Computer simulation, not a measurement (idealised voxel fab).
process module | voxel air gaps
cross-section cut | 250 nm wide | cells 5 nm
A cross-section is a grid of square cells, given in bands from the top down. A band is one or more rows of cells.
Each band's line starts with the height of the band's top and of its bottom, in nm. Then come its materials from left to right, each with its width in nm. One material with "throughout" fills the band from edge to edge. "air" is empty space.
Height 0 is the level under which the wafer as received is all one material. The lowest band goes on downwards, as in "0 down".
A width such as "30 to 40" changes by the same amount from each row of cells to the next, from the band's top row to its bottom row.
"no change" after a step means that no cell of the cross-section changed.
closed voids: empty space of 8 cells or more with no open way to the top, each as width x height at its distance from the left edge, in nm
after a step's settings: what the simulator itself notes on the step
overlay nm, on a step with a mask: how far to the right of its planned place the mask lay; to the left if negative
plan
1 op RECEIVE | material Si
2 op CONFORMAL_DEP | material SiO2 | thk nm 15
3 op CONFORMAL_DEP | material SiN | thk nm 5
4 op DIRECTIONAL_DEP | material SiO2 | thk nm 35
5 op MASKED_ETCH | tone open | mask id LINES | width nm 25 | pitch nm 55 | etch materials SiO2 | depth nm 35 | overlay nm 0
6 op CONFORMAL_DEP | material TiN | thk nm 5
7 op FILL_DEP | material Cu | thk nm 5
8 op CMP | height nm 55
9 op EPI | material Ru | thk nm 10
10 op SELECTIVE_ETCH | etch materials SiO2 | depth nm 45
11 op CONFORMAL_DEP | material SiCN | thk nm 5
first wafer, as planned
as received, after step 1
  0 down: Si throughout
  closed voids: none
after step 2
  15 to 0: SiO2 throughout
  below 0: unchanged
after step 3
  20 to 15: SiN throughout
  below 15: unchanged
after step 4
  55 to 20: SiO2 throughout
  below 20: unchanged
after step 5
  55 to 20: SiO2 55 | air 25 | SiO2 30 | air 25 | SiO2 30 | air 25 | SiO2 60
  below 20: unchanged
after step 6
  60 to 55: TiN 60 | air 15 | TiN 40 | air 15 | TiN 40 | air 15 | TiN 65
  55 to 25: SiO2 55 | TiN 5 | air 15 | TiN 5 | SiO2 30 | TiN 5 | air 15 | TiN 5 | SiO2 30 | TiN 5 | air 15 | TiN 5 | SiO2 60
  25 to 20: SiO2 55 | TiN 25 | SiO2 30 | TiN 25 | SiO2 30 | TiN 25 | SiO2 60
  below 20: unchanged
after step 7
  65 to 60: Cu throughout
  60 to 55: TiN 60 | Cu 15 | TiN 40 | Cu 15 | TiN 40 | Cu 15 | TiN 65
  55 to 25: SiO2 55 | TiN 5 | Cu 15 | TiN 5 | SiO2 30 | TiN 5 | Cu 15 | TiN 5 | SiO2 30 | TiN 5 | Cu 15 | TiN 5 | SiO2 60
  below 25: unchanged
after step 8
  55 to 25: SiO2 55 | TiN 5 | Cu 15 | TiN 5 | SiO2 30 | TiN 5 | Cu 15 | TiN 5 | SiO2 30 | TiN 5 | Cu 15 | TiN 5 | SiO2 60
  below 25: unchanged
after step 9
  65 to 55: air 45 | Ru 45 | air 10 | Ru 45 | air 10 | Ru 45 | air 50
  below 55: unchanged
after step 10
  65 to 55: air 45 | Ru 45 | air 10 | Ru 45 | air 10 | Ru 45 | air 50
  55 to 25: air 55 | TiN 5 | Cu 15 | TiN 5 | air 30 | TiN 5 | Cu 15 | TiN 5 | air 30 | TiN 5 | Cu 15 | TiN 5 | air 60
  25 to 20: air 55 | TiN 25 | air 30 | TiN 25 | air 30 | TiN 25 | air 60
  below 20: unchanged
after step 11
  70 to 65: air 40 | SiCN 165 | air 45
  65 to 55: air 40 | SiCN 5 | Ru 45 | SiCN 10 | Ru 45 | SiCN 10 | Ru 45 | SiCN 5 | air 45
  55 to 50: air 40 | SiCN 15 | TiN 5 | Cu 15 | TiN 5 | SiCN 30 | TiN 5 | Cu 15 | TiN 5 | SiCN 30 | TiN 5 | Cu 15 | TiN 5 | SiCN 15 | air 45
  50 to 25: air 50 | SiCN 5 | TiN 5 | Cu 15 | TiN 5 | SiCN 5 | air 20 | SiCN 5 | TiN 5 | Cu 15 | TiN 5 | SiCN 5 | air 20 | SiCN 5 | TiN 5 | Cu 15 | TiN 5 | SiCN 5 | air 55
  25 to 20: SiCN 55 | TiN 25 | SiCN 30 | TiN 25 | SiCN 30 | TiN 25 | SiCN 60
  below 20: unchanged
  closed voids: 20 x 25 at 85; 20 x 25 at 140
second wafer: like start, like plan, one mistake. Through step 4 it matches the first wafer
when step 5 should have ended
  55 to 20: SiO2 45 | air 25 | SiO2 30 | air 25 | SiO2 30 | air 25 | SiO2 70
  below 20: unchanged
when step 6 should have ended
  60 to 55: TiN 50 | air 15 | TiN 40 | air 15 | TiN 40 | air 15 | TiN 75
  55 to 25: SiO2 45 | TiN 5 | air 15 | TiN 5 | SiO2 30 | TiN 5 | air 15 | TiN 5 | SiO2 30 | TiN 5 | air 15 | TiN 5 | SiO2 70
  25 to 20: SiO2 45 | TiN 25 | SiO2 30 | TiN 25 | SiO2 30 | TiN 25 | SiO2 70
  below 20: unchanged
when step 7 should have ended
  65 to 60: Cu throughout
  60 to 55: TiN 50 | Cu 15 | TiN 40 | Cu 15 | TiN 40 | Cu 15 | TiN 75
  55 to 25: SiO2 45 | TiN 5 | Cu 15 | TiN 5 | SiO2 30 | TiN 5 | Cu 15 | TiN 5 | SiO2 30 | TiN 5 | Cu 15 | TiN 5 | SiO2 70
  below 25: unchanged
when step 8 should have ended
  55 to 25: SiO2 45 | TiN 5 | Cu 15 | TiN 5 | SiO2 30 | TiN 5 | Cu 15 | TiN 5 | SiO2 30 | TiN 5 | Cu 15 | TiN 5 | SiO2 70
  below 25: unchanged
when step 9 should have ended
  65 to 55: air 35 | Ru 45 | air 10 | Ru 45 | air 10 | Ru 45 | air 60
  below 55: unchanged
when step 10 should have ended
  65 to 55: air 35 | Ru 45 | air 10 | Ru 45 | air 10 | Ru 45 | air 60
  55 to 25: air 45 | TiN 5 | Cu 15 | TiN 5 | air 30 | TiN 5 | Cu 15 | TiN 5 | air 30 | TiN 5 | Cu 15 | TiN 5 | air 70
  25 to 20: air 45 | TiN 25 | air 30 | TiN 25 | air 30 | TiN 25 | air 70
  below 20: unchanged
when step 11 should have ended
  70 to 65: air 30 | SiCN 165 | air 55
  65 to 55: air 30 | SiCN 5 | Ru 45 | SiCN 10 | Ru 45 | SiCN 10 | Ru 45 | SiCN 5 | air 55
  55 to 50: air 30 | SiCN 15 | TiN 5 | Cu 15 | TiN 5 | SiCN 30 | TiN 5 | Cu 15 | TiN 5 | SiCN 30 | TiN 5 | Cu 15 | TiN 5 | SiCN 15 | air 55
  50 to 25: air 40 | SiCN 5 | TiN 5 | Cu 15 | TiN 5 | SiCN 5 | air 20 | SiCN 5 | TiN 5 | Cu 15 | TiN 5 | SiCN 5 | air 20 | SiCN 5 | TiN 5 | Cu 15 | TiN 5 | SiCN 5 | air 65
  25 to 20: SiCN 45 | TiN 25 | SiCN 30 | TiN 25 | SiCN 30 | TiN 25 | SiCN 70
  below 20: unchanged
  closed voids: 20 x 25 at 75; 20 x 25 at 130
what went wrong: step 5 ran as: op MASKED_ETCH | tone open | mask id LINES | width nm 25 | pitch nm 55 | etch materials SiO2 | depth nm 35 | overlay nm -10
at the end the second wafer has, in cells: as many of each material as the first, in other places
